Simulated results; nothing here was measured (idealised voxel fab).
process module | voxel quadruple lines
cross-section cut | 230 nm wide | cells 5 nm
A cross-section is a grid of square cells, given in bands from the top down. A band is one or more rows of cells.
Each band's line starts with the height of the band's top and of its bottom, in nm. Then come its materials from left to right, each with its width in nm. One material with "throughout" fills the band from edge to edge. "air" is empty space.
Height 0 is the level under which the wafer as received is all one material. The lowest band goes on downwards, as in "0 down".
A width such as "30 to 40" changes by the same amount from each row of cells to the next, from the band's top row to its bottom row.
"no change" after a step means that no cell of the cross-section changed.
closed voids: empty space of 8 cells or more with no open way to the top, each as width x height at its distance from the left edge, in nm
after a step's settings: what the simulator itself notes on the step
overlay nm, on a step with a mask: how far to the right of its planned place the mask lay; to the left if negative
plan
1 op RECEIVE | material Si
2 op CONFORMAL_DEP | material Al2O3 | thk nm 10
3 op DIRECTIONAL_DEP | material W | thk nm 15
4 op DIRECTIONAL_DEP | material polySi | thk nm 20
5 op DIRECTIONAL_DEP | material aC | thk nm 20
6 op PATTERN | tone cover | mask id MANDREL | material resist | width nm 35 | pitch nm 100 | thk nm 30 | overlay nm -15
7 op DIRECTIONAL_ETCH | etch materials aC | depth nm 20
8 op STRIP | etch materials resist
9 op CONFORMAL_DEP | material SiO2 | thk nm 15
10 op DIRECTIONAL_ETCH | etch materials SiO2 | depth nm 15
11 op STRIP | etch materials aC
12 op DIRECTIONAL_ETCH | etch materials polySi | depth nm 20
13 op STRIP | etch materials SiO2
14 op CONFORMAL_DEP | material SiCN | thk nm 10
15 op DIRECTIONAL_ETCH | etch materials SiCN | depth nm 10
16 op STRIP | etch materials polySi
17 op DIRECTIONAL_ETCH | etch materials W | depth nm 15
18 op STRIP | etch materials SiCN
19 op FILL_DEP | material lowk | thk nm 5
20 op CMP | height nm 25
varied across the wafers: overlay nm of step 6. The plan shows the first wafer's value. All wafers start alike
first wafer as received, after step 1
  0 down: Si throughout
  closed voids: none
each wafer at the end: cells of each material gained (+) or lost (-) since it was received, then its closed voids
overlay nm -15 | +92 Al2O3 | +48 W | +90 lowk | closed voids: none
overlay nm -10 | +92 Al2O3 | +48 W | +90 lowk | closed voids: none
overlay nm -5 | +92 Al2O3 | +48 W | +90 lowk | closed voids: none
overlay nm 0 | +92 Al2O3 | +48 W | +90 lowk | closed voids: none
overlay nm 5 | +92 Al2O3 | +48 W | +90 lowk | closed voids: none
overlay nm 10 | +92 Al2O3 | +48 W | +90 lowk | closed voids: none
overlay nm 15 | +92 Al2O3 | +48 W | +90 lowk | closed voids: none
